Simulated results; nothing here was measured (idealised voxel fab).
Process module under the name voxel self aligned contacts
We display cut, a cross-section 215 nm in width whose square cells are each 5 nm.
A cross-section is a grid of square cells, given in bands from the top down. A band is one or more rows of cells. Top height, bottom height, nm. Materials left to right, width each, nm. Single material + "everywhere" = fills band edge to edge. "blank" = empty. Height is counted from the level 0, under which the received wafer is composed throughout of one material. The lowest of the bands is not closed at the bottom but continues downward, in the notation "0 nm and below". The expression "30..40" gives the width at the extremes of the band, the first number at its top row of cells and the second at its bottom row, with the width changing by equal amounts from each row to the next in between. Where the words "identical to before" appear for a step, the cross-section shows no cell changed by that step; every cell remained as before. Any empty space of 8 cells or more lacking an open way to the top shows up in "Fully closed voids" as width x height at distance, distance from the left edge, in nm. On each step's line, the part that comes after the settings is the simulator's own comment on the step. overlay nm: on a step with a mask, how far right of its planned place the mask lay; negative means left.
### The following list gives the planned process steps
- 1: op RECEIVE | material Si
- 2: op OXIDIZE | depth nm 5
- 3: op DIRECTIONAL_DEP | material polySi | thk nm 20
- 4: op DIRECTIONAL_DEP | material SiN | thk nm 20
- 5: op MASKED_ETCH | tone cover | mask id GATE | width nm 30 | pitch nm 55 | etch materials SiN | depth nm 20 | overlay nm 0
- 6: op MASKED_ETCH | tone cover | mask id GATE | width nm 30 | pitch nm 55 | etch materials polySi | depth nm 20 | overlay nm 0
- 7: op CONFORMAL_DEP | material SiN | thk nm 5
- 8: op DIRECTIONAL_ETCH | etch materials SiN | depth nm 5
- 9: op FILL_DEP | material SiO2 | thk nm 15
- 10: op CMP | height nm 50
- 11: op MASKED_ETCH | tone open | mask id CONTACT | width nm 35 | etch materials SiO2 | depth nm 55 | overlay nm 0
- 12: op CONFORMAL_DEP | material TiN | thk nm 5
- 13: op FILL_DEP | material Ru | thk nm 10
- 14: op CMP | height nm 50
- 15: op CONFORMAL_DEP | material SiCN | thk nm 5
### Run as planned: first of two wafers
### As received (post step 1): cross-section
	0 nm and below: Si everywhere
	Fully closed voids: none
### You're looking at a cross-section of the wafer after step 2
	0 nm to -5 nm: SiO2 everywhere
	For the remainder of the cross-section, below -5, there is no change.
### You're looking at a cross-section of the wafer after step 3
	20 nm to 0 nm: polySi everywhere
	For the remainder of the cross-section, below 0, there is no change.
### You're looking at a cross-section of the wafer after step 4
	40 nm to 20 nm: SiN everywhere
	For the remainder of the cross-section, below 20, there is no change.
### You're looking at a cross-section of the wafer after step 5
	40 nm to 20 nm: 65 blank  30 SiN  25 blank  30 SiN  65 blank
	For the remainder of the cross-section, below 20, there is no change.
### You're looking at a cross-section of the wafer after step 6
	40 nm to 20 nm: 65 blank  30 SiN  25 blank  30 SiN  65 blank
	20 nm to 0 nm: 65 blank  30 polySi  25 blank  30 polySi  65 blank
	For the remainder of the cross-section, below 0, there is no change.
### You're looking at a cross-section of the wafer after step 7
	45 nm to 20 nm: 60 blank  40 SiN  15 blank  40 SiN  60 blank
	20 nm to 5 nm: 60 blank  5 SiN  30 polySi  5 SiN  15 blank  5 SiN  30 polySi  5 SiN  60 blank
	5 nm to 0 nm: 65 SiN  30 polySi  25 SiN  30 polySi  65 SiN
	For the remainder of the cross-section, below 0, there is no change.
### You're looking at a cross-section of the wafer after step 8
	40 nm to 20 nm: 60 blank  40 SiN  15 blank  40 SiN  60 blank
	20 nm to 0 nm: 60 blank  5 SiN  30 polySi  5 SiN  15 blank  5 SiN  30 polySi  5 SiN  60 blank
	For the remainder of the cross-section, below 0, there is no change.
### You're looking at a cross-section of the wafer after step 9
	55 nm to 40 nm: SiO2 everywhere
	40 nm to 20 nm: 60 SiO2  40 SiN  15 SiO2  40 SiN  60 SiO2
	20 nm to 0 nm: 60 SiO2  5 SiN  30 polySi  5 SiN  15 SiO2  5 SiN  30 polySi  5 SiN  60 SiO2
	For the remainder of the cross-section, below 0, there is no change.
### You're looking at a cross-section of the wafer after step 10
	50 nm to 40 nm: SiO2 everywhere
	For the remainder of the cross-section, below 40, there is no change.
### You're looking at a cross-section of the wafer after step 11
	50 nm to 40 nm: 90 SiO2  35 blank  90 SiO2
	40 nm to 20 nm: 60 SiO2  40 SiN  15 blank  40 SiN  60 SiO2
	20 nm to 0 nm: 60 SiO2  5 SiN  30 polySi  5 SiN  15 blank  5 SiN  30 polySi  5 SiN  60 SiO2
	0 nm to -5 nm: 100 SiO2  15 blank  100 SiO2
	For the remainder of the cross-section, below -5, there is no change.
### You're looking at a cross-section of the wafer after step 12
	55 nm to 50 nm: 95 TiN  25 blank  95 TiN
	50 nm to 40 nm: 90 SiO2  5..15 TiN  25..5 blank  5..15 TiN  90 SiO2
	40 nm to 20 nm: 60 SiO2  40 SiN  5 TiN  5 blank  5 TiN  40 SiN  60 SiO2
	20 nm to 0 nm: 60 SiO2  5 SiN  30 polySi  5 SiN  5 TiN  5 blank  5 TiN  5 SiN  30 polySi  5 SiN  60 SiO2
	0 nm to -5 nm: 100 SiO2  15 TiN  100 SiO2
	For the remainder of the cross-section, below -5, there is no change.
### You're looking at a cross-section of the wafer after step 13
	65 nm to 55 nm: Ru everywhere
	55 nm to 50 nm: 95 TiN  25 Ru  95 TiN
	50 nm to 40 nm: 90 SiO2  5..15 TiN  25..5 Ru  5..15 TiN  90 SiO2
	40 nm to 20 nm: 60 SiO2  40 SiN  5 TiN  5 Ru  5 TiN  40 SiN  60 SiO2
	20 nm to 0 nm: 60 SiO2  5 SiN  30 polySi  5 SiN  5 TiN  5 Ru  5 TiN  5 SiN  30 polySi  5 SiN  60 SiO2
	For the remainder of the cross-section, below 0, there is no change.
### You're looking at a cross-section of the wafer after step 14
	50 nm to 40 nm: 90 SiO2  5..15 TiN  25..5 Ru  5..15 TiN  90 SiO2
	For the remainder of the cross-section, below 40, there is no change.
### You're looking at a cross-section of the wafer after step 15
	55 nm to 50 nm: SiCN everywhere
	For the remainder of the cross-section, below 50, there is no change.
### Second wafer - shared start and plan with the first - one error in running - same as the first up to step 10 inclusive
### Look at the second wafer in cross-section at the time step 11 ought to have finished
	50 nm to 40 nm: 95 SiO2  30 blank  90 SiO2
	40 nm to 20 nm: 60 SiO2  40 SiN  15 blank  40 SiN  60 SiO2
	20 nm to 0 nm: 60 SiO2  5 SiN  30 polySi  5 SiN  15 blank  5 SiN  30 polySi  5 SiN  60 SiO2
	0 nm to -5 nm: 100 SiO2  15 blank  100 SiO2
	For the remainder of the cross-section, below -5, there is no change.
### Look at the second wafer in cross-section at the time step 12 ought to have finished
	55 nm to 50 nm: 100 TiN  20 blank  95 TiN
	50 nm to 40 nm: 95 SiO2  5..10 TiN  20..5 blank  5..15 TiN  90 SiO2
	40 nm to 20 nm: 60 SiO2  40 SiN  5 TiN  5 blank  5 TiN  40 SiN  60 SiO2
	20 nm to 0 nm: 60 SiO2  5 SiN  30 polySi  5 SiN  5 TiN  5 blank  5 TiN  5 SiN  30 polySi  5 SiN  60 SiO2
	0 nm to -5 nm: 100 SiO2  15 TiN  100 SiO2
	For the remainder of the cross-section, below -5, there is no change.
### Look at the second wafer in cross-section at the time step 13 ought to have finished
	65 nm to 55 nm: Ru everywhere
	55 nm to 50 nm: 100 TiN  20 Ru  95 TiN
	50 nm to 40 nm: 95 SiO2  5..10 TiN  20..5 Ru  5..15 TiN  90 SiO2
	40 nm to 20 nm: 60 SiO2  40 SiN  5 TiN  5 Ru  5 TiN  40 SiN  60 SiO2
	20 nm to 0 nm: 60 SiO2  5 SiN  30 polySi  5 SiN  5 TiN  5 Ru  5 TiN  5 SiN  30 polySi  5 SiN  60 SiO2
	For the remainder of the cross-section, below 0, there is no change.
### Look at the second wafer in cross-section at the time step 14 ought to have finished
	50 nm to 40 nm: 95 SiO2  5..10 TiN  20..5 Ru  5..15 TiN  90 SiO2
	For the remainder of the cross-section, below 40, there is no change.
### Look at the second wafer in cross-section at the time step 15 ought to have finished
	55 nm to 50 nm: SiCN everywhere
	For the remainder of the cross-section, below 50, there is no change.
Here's what went sideways: contrary to plan, step 11 was performed as op MASKED_ETCH | tone open | mask id CONTACT | width nm 30 | etch materials SiO2 | depth nm 55 | overlay nm 0
Heads up, by the end the second wafer has more or fewer cells of some materials compared to the first: Ru -1; SiO2 +2; TiN -1
